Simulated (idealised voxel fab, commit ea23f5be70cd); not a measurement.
Process module heading - voxel local oxidation
In the cross-section labelled cut, the width is 240 nm and each square cell is 5 nm.
A cross-section in this document is a grid of square cells, and it is written down as bands, the top band listed before the ones below it; a band is made up of one or more rows of cells.
Heights first: top, then bottom, in nm. Then materials, left to right, each with a width in nm. "all across" on a single material: fills the band edge to edge. "blank": empty space.
Height 0 is the level under which the wafer as received is all one material. The lowest band goes on downwards, as in "from 0 down".
A two-number width, for instance "30 to 40", indicates that the width is equal to the first number in the top row of the band and to the second number in the bottom row, and that it changes by a constant amount per row of cells.
When a step is marked "no modifications", none of the cells in the cross-section changed during that step.
Voids not open to the top, 8 cells minimum: see "Enclosed internal voids". Written width x height at distance; distance is from the left edge; nm.
That trailing text on a step's line, after the settings, is the simulator's own remark on the step.
"overlay nm" answers the question of how far to the right of plan the mask lay on a step that has a mask, and when it is negative the answer is to the left.
### Set out below are the planned steps of the process
1) RECEIVE with material Si
2) CONFORMAL_DEP with material SiO2, thk nm 5
3) CONFORMAL_DEP with material SiN, thk nm 10
4) DIRECTIONAL_DEP with material aC, thk nm 15
5) PATTERN with tone cover, mask id ACTIVE, material resist, width nm 115, thk nm 30, overlay nm 0
6) DIRECTIONAL_ETCH with etch materials aC, depth nm 15
7) STRIP with etch materials resist
8) DIRECTIONAL_ETCH with etch materials SiN, depth nm 10
9) STRIP with etch materials aC
10) SELECTIVE_ETCH with etch materials SiO2, depth nm 5
11) OXIDIZE with depth nm 10
12) STRIP with etch materials SiN
### Cross-section of the incoming wafer, state after step 1
	from 0 down  Si all across
	Enclosed internal voids: none
### End state of the module in cross-section, given the above starting point and plan and one mistake in execution
	from 0 to -10  SiO2 (70); Si (95); SiO2 (75)
	from -10 down  Si all across
	Enclosed internal voids: none
Here's what went sideways: with respect to the plan, step 2 was omitted and not executed
